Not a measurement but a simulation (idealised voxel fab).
process module | voxel gate over fins
cross-section cut | 170 nm wide | cells 5 nm
A cross-section is a grid of square cells, given in bands from the top down. A band is one or more rows of cells.
Each band's line starts with the height of the band's top and of its bottom, in nm. Then come its materials from left to right, each with its width in nm. One material with "throughout" fills the band from edge to edge. "air" is empty space.
Height 0 is the level under which the wafer as received is all one material. The lowest band goes on downwards, as in "0 down".
A width such as "30 to 40" changes by the same amount from each row of cells to the next, from the band's top row to its bottom row.
"no change" after a step means that no cell of the cross-section changed.
closed voids: empty space of 8 cells or more with no open way to the top, each as width x height at its distance from the left edge, in nm
after a step's settings: what the simulator itself notes on the step
overlay nm, on a step with a mask: how far to the right of its planned place the mask lay; to the left if negative
plan
1 op RECEIVE | material Si
2 op CONFORMAL_DEP | material SiN | thk nm 5
3 op PATTERN | tone cover | mask id FINS | material resist | width nm 15 | pitch nm 60 | thk nm 20 | overlay nm 0
4 op DIRECTIONAL_ETCH | etch materials SiN | depth nm 5
5 op DIRECTIONAL_ETCH | etch materials Si | depth nm 40
6 op STRIP | etch materials resist
7 op OXIDIZE | depth nm 5
8 op FILL_DEP | material SiO2 | thk nm 15
9 op CMP | height nm 5
10 op DIRECTIONAL_DEP | material aC | thk nm 10
11 op PATTERN | tone open | mask id RAIL | material resist | width nm 15 | thk nm 25 | overlay nm 0
12 op DIRECTIONAL_ETCH | etch materials aC | depth nm 10
13 op STRIP | etch materials resist
14 op DIRECTIONAL_ETCH | etch materials SiO2 | depth nm 40
15 op STRIP | etch materials aC
16 op CONFORMAL_DEP | material TiN | thk nm 5
17 op FILL_DEP | material W | thk nm 10
18 op CMP | height nm 5
19 op SELECTIVE_ETCH | etch materials W Ru TiN | depth nm 20
20 op FILL_DEP | material SiO2 | thk nm 5
21 op CMP | height nm 5
22 op SELECTIVE_ETCH | etch materials SiO2 | depth nm 15
23 op STRIP | etch materials SiN
24 op CONFORMAL_DEP | material HfO2 | thk nm 5
25 op CONFORMAL_DEP | material TiN | thk nm 5
26 op FILL_DEP | material W | thk nm 15
27 op CMP | height nm 20
28 op CONFORMAL_DEP | material SiN | thk nm 10
as received, after step 1
  0 down: Si throughout
  closed voids: none
first wafer at the end, as planned
  30 to 20: SiN throughout
  20 to 10: W throughout
  10 to 5: W 10 | TiN 25 | W 35 | TiN 25 | W 35 | TiN 25 | W 15
  5 to 0: W 10 | TiN 5 | HfO2 15 | TiN 5 | W 35 | TiN 5 | HfO2 15 | TiN 5 | W 35 | TiN 5 | HfO2 15 | TiN 5 | W 15
  0 to -5: TiN 15 | HfO2 5 | Si 5 | HfO2 5 | TiN 45 | HfO2 5 | Si 5 | HfO2 5 | TiN 45 | HfO2 5 | Si 5 | HfO2 5 | TiN 20
  -5 to -10: HfO2 20 | Si 5 | HfO2 55 | Si 5 | HfO2 55 | Si 5 | HfO2 25
  -10 to -15: SiO2 20 | Si 5 | SiO2 55 | Si 5 | SiO2 55 | Si 5 | SiO2 25
  -15 to -30: SiO2 20 | Si 5 | SiO2 20 | TiN 5 | W 5 | TiN 5 | SiO2 20 | Si 5 | SiO2 55 | Si 5 | SiO2 25
  -30 to -35: SiO2 20 | Si 5 | SiO2 20 | TiN 15 | SiO2 20 | Si 5 | SiO2 55 | Si 5 | SiO2 25
  -35 to -45: SiO2 20 | Si 5 | SiO2 55 | Si 5 | SiO2 55 | Si 5 | SiO2 25
  -45 down: Si throughout
  closed voids: none
second wafer at the end: like start, like plan, one mistake
  30 to 20: SiN throughout
  20 to 10: W throughout
  10 to 5: W 10 | TiN 25 | W 35 | TiN 25 | W 35 | TiN 25 | W 15
  5 to 0: W 10 | TiN 5 | HfO2 15 | TiN 5 | W 35 | TiN 5 | HfO2 15 | TiN 5 | W 35 | TiN 5 | HfO2 15 | TiN 5 | W 15
  0 to -5: TiN 15 | HfO2 5 | Si 5 | HfO2 5 | TiN 45 | HfO2 5 | Si 5 | HfO2 5 | TiN 45 | HfO2 5 | Si 5 | HfO2 5 | TiN 20
  -5 to -10: HfO2 20 | Si 5 | HfO2 55 | Si 5 | HfO2 55 | Si 5 | HfO2 25
  -10 to -15: SiO2 20 | Si 5 | SiO2 55 | Si 5 | SiO2 55 | Si 5 | SiO2 25
  -15 to -30: SiO2 20 | Si 5 | SiO2 10 | TiN 5 | W 5 | TiN 5 | SiO2 30 | Si 5 | SiO2 55 | Si 5 | SiO2 25
  -30 to -35: SiO2 20 | Si 5 | SiO2 10 | TiN 15 | SiO2 30 | Si 5 | SiO2 55 | Si 5 | SiO2 25
  -35 to -45: SiO2 20 | Si 5 | SiO2 55 | Si 5 | SiO2 55 | Si 5 | SiO2 25
  -45 down: Si throughout
  closed voids: none
what went wrong: step 11 ran as: op PATTERN | tone open | mask id RAIL | material resist | width nm 15 | thk nm 25 | overlay nm -10
at the end the second wafer has, in cells: as many of each material as the first, in other places
